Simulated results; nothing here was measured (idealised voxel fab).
The document below concerns the process module designated voxel ribs on slabs.
In the cross-section labelled cut, the width is 295 nm and each square cell is 5 nm.
Cross-section layout: square cells on a grid; listed as bands, top to bottom; a band spans one or more cell rows. The band entry comprises the height of the band's top followed by the height of its bottom, expressed in nm, and subsequently the band's materials from left to right, each stated together with its width in nm. Where a single material is marked with the word "all across", that material fills the band from edge to edge. The word "empty" represents empty space. Heights from 0 (as-received wafer is one material below). Bottom band endless downward, as "0..down". Width: "30->40" (first number = top row, second number = bottom row, same change from row to row of cells). Where a step carries "no alteration", the cross-section came out of it unchanged, cell for cell. Entry "Enclosed cavities". Content: empty spaces with no open connection to the top, size 8 cells or greater. Each: width x height at distance. Distance: from left edge. Unit: nm. Note: text after step settings on the step line = simulator remark on that step. "overlay nm", when on a step's line for a step with a mask, measures how far to the right of its planned place the mask lay; a negative measure means to the left.

These are the steps we planned for the process
1: RECEIVE | material Si
2: DIRECTIONAL_DEP | material SiO2 | thk nm 20
3: DIRECTIONAL_DEP | material SiN | thk nm 15
4: MASKED_ETCH | tone cover | mask id RIB | width nm 20 | etch materials SiN | depth nm 5 | overlay nm 0
5: DIRECTIONAL_DEP | material aC | thk nm 15
6: PATTERN | tone cover | mask id SLAB | material resist | width nm 50 | thk nm 30 | overlay nm 0
7: DIRECTIONAL_ETCH | etch materials aC | depth nm 15
8: STRIP | etch materials resist
9: DIRECTIONAL_ETCH | etch materials SiN | depth nm 10
10: STRIP | etch materials aC
11: FILL_DEP | material SiO2 | thk nm 20
12: CMP | height nm 45
13: DIRECTIONAL_DEP | material TiN | thk nm 5
14: PATTERN | tone cover | mask id HEATER | material resist | width nm 30 | thk nm 15 | overlay nm 0
15: DIRECTIONAL_ETCH | etch materials TiN | depth nm 5
16: STRIP | etch materials resist
17: CONFORMAL_DEP | material SiO2 | thk nm 10

first wafer, as planned

The cross-section here shows the wafer as received, i.e. in its state after step 1
0..down: Si all across
Enclosed cavities: none

Wafer section view after processing step 2
20..0: SiO2 all across
At heights below 0, the structure remains unaltered.

Wafer section view after processing step 3
35..20: SiN all across
At heights below 20, the structure remains unaltered.

Wafer section view after processing step 4
35..30: 135 of empty, then 20 of SiN, then 140 of empty
At heights below 30, the structure remains unaltered.

Wafer section view after processing step 5
50..45: 135 of empty, then 20 of aC, then 140 of empty
45..35: aC all across
35..30: 135 of aC, then 20 of SiN, then 140 of aC
At heights below 30, the structure remains unaltered.

Wafer section view after processing step 6
80..50: 120 of empty, then 50 of resist, then 125 of empty
50..45: 120 of empty, then 15 of resist, then 20 of aC, then 15 of resist, then 125 of empty
At heights below 45, the structure remains unaltered.

Wafer section view after processing step 7
65..50: 120 of empty, then 50 of resist, then 125 of empty
50..45: 120 of empty, then 15 of resist, then 20 of aC, then 15 of resist, then 125 of empty
45..35: 120 of empty, then 50 of aC, then 125 of empty
35..30: 120 of empty, then 15 of aC, then 20 of SiN, then 15 of aC, then 125 of empty
At heights below 30, the structure remains unaltered.

Wafer section view after processing step 8
50..45: 135 of empty, then 20 of aC, then 140 of empty
At heights below 45, the structure remains unaltered.

Wafer section view after processing step 9
50..45: 135 of empty, then 20 of aC, then 140 of empty
45..35: 120 of empty, then 50 of aC, then 125 of empty
35..30: 120 of empty, then 15 of aC, then 20 of SiN, then 15 of aC, then 125 of empty
30..20: 120 of empty, then 50 of SiN, then 125 of empty
At heights below 20, the structure remains unaltered.

Wafer section view after processing step 10
35..30: 135 of empty, then 20 of SiN, then 140 of empty
At heights below 30, the structure remains unaltered.

Wafer section view after processing step 11
55..35: SiO2 all across
35..30: 135 of SiO2, then 20 of SiN, then 140 of SiO2
30..20: 120 of SiO2, then 50 of SiN, then 125 of SiO2
At heights below 20, the structure remains unaltered.

Wafer section view after processing step 12
45..35: SiO2 all across
At heights below 35, the structure remains unaltered.

Wafer section view after processing step 13
50..45: TiN all across
At heights below 45, the structure remains unaltered.

Wafer section view after processing step 14
65..50: 130 of empty, then 30 of resist, then 135 of empty
At heights below 50, the structure remains unaltered.

Wafer section view after processing step 15
65..50: 130 of empty, then 30 of resist, then 135 of empty
50..45: 130 of empty, then 30 of TiN, then 135 of empty
At heights below 45, the structure remains unaltered.

Wafer section view after processing step 16
50..45: 130 of empty, then 30 of TiN, then 135 of empty
At heights below 45, the structure remains unaltered.

Wafer section view after processing step 17
60..55: 120 of empty, then 50 of SiO2, then 125 of empty
55..50: SiO2 all across
50..45: 130 of SiO2, then 30 of TiN, then 135 of SiO2
At heights below 45, the structure remains unaltered.

Wafer two. Same start, same plan, one slip in execution. Same as wafer one through step 1, inclusive

Cross-section: second wafer, time at which step 2 was scheduled to end
15..0: SiN all across
At heights below 0, the structure remains unaltered.

Cross-section: second wafer, time at which step 3 was scheduled to end
35..15: SiO2 all across
At heights below 15, the structure remains unaltered.

Cross-section: second wafer, time at which step 4 was scheduled to end: no alteration

Cross-section: second wafer, time at which step 5 was scheduled to end
50..35: aC all across
At heights below 35, the structure remains unaltered.

Cross-section: second wafer, time at which step 6 was scheduled to end
80..50: 120 of empty, then 50 of resist, then 125 of empty
At heights below 50, the structure remains unaltered.

Cross-section: second wafer, time at which step 7 was scheduled to end
65..50: 120 of empty, then 50 of resist, then 125 of empty
50..35: 120 of empty, then 50 of aC, then 125 of empty
At heights below 35, the structure remains unaltered.

Cross-section: second wafer, time at which step 8 was scheduled to end
50..35: 120 of empty, then 50 of aC, then 125 of empty
At heights below 35, the structure remains unaltered.

Cross-section: second wafer, time at which step 9 was scheduled to end: no alteration

Cross-section: second wafer, time at which step 10 was scheduled to end
35..15: SiO2 all across
At heights below 15, the structure remains unaltered.

Cross-section: second wafer, time at which step 11 was scheduled to end
55..15: SiO2 all across
At heights below 15, the structure remains unaltered.

Cross-section: second wafer, time at which step 12 was scheduled to end
45..15: SiO2 all across
At heights below 15, the structure remains unaltered.

Cross-section: second wafer, time at which step 13 was scheduled to end
50..45: TiN all across
At heights below 45, the structure remains unaltered.

Cross-section: second wafer, time at which step 14 was scheduled to end
65..50: 130 of empty, then 30 of resist, then 135 of empty
At heights below 50, the structure remains unaltered.

Cross-section: second wafer, time at which step 15 was scheduled to end
65..50: 130 of empty, then 30 of resist, then 135 of empty
50..45: 130 of empty, then 30 of TiN, then 135 of empty
At heights below 45, the structure remains unaltered.

Cross-section: second wafer, time at which step 16 was scheduled to end
50..45: 130 of empty, then 30 of TiN, then 135 of empty
At heights below 45, the structure remains unaltered.

Cross-section: second wafer, time at which step 17 was scheduled to end
60..55: 120 of empty, then 50 of SiO2, then 125 of empty
55..50: SiO2 all across
50..45: 130 of SiO2, then 30 of TiN, then 135 of SiO2
At heights below 45, the structure remains unaltered.
The mistake made against the process plan was this: the intended sequence of steps 2 and 3 was reversed during processing, with each occupying the position of the other
Final difference in cells, second wafer against first, listed per material as more or fewer: +153 SiN, -153 SiO2
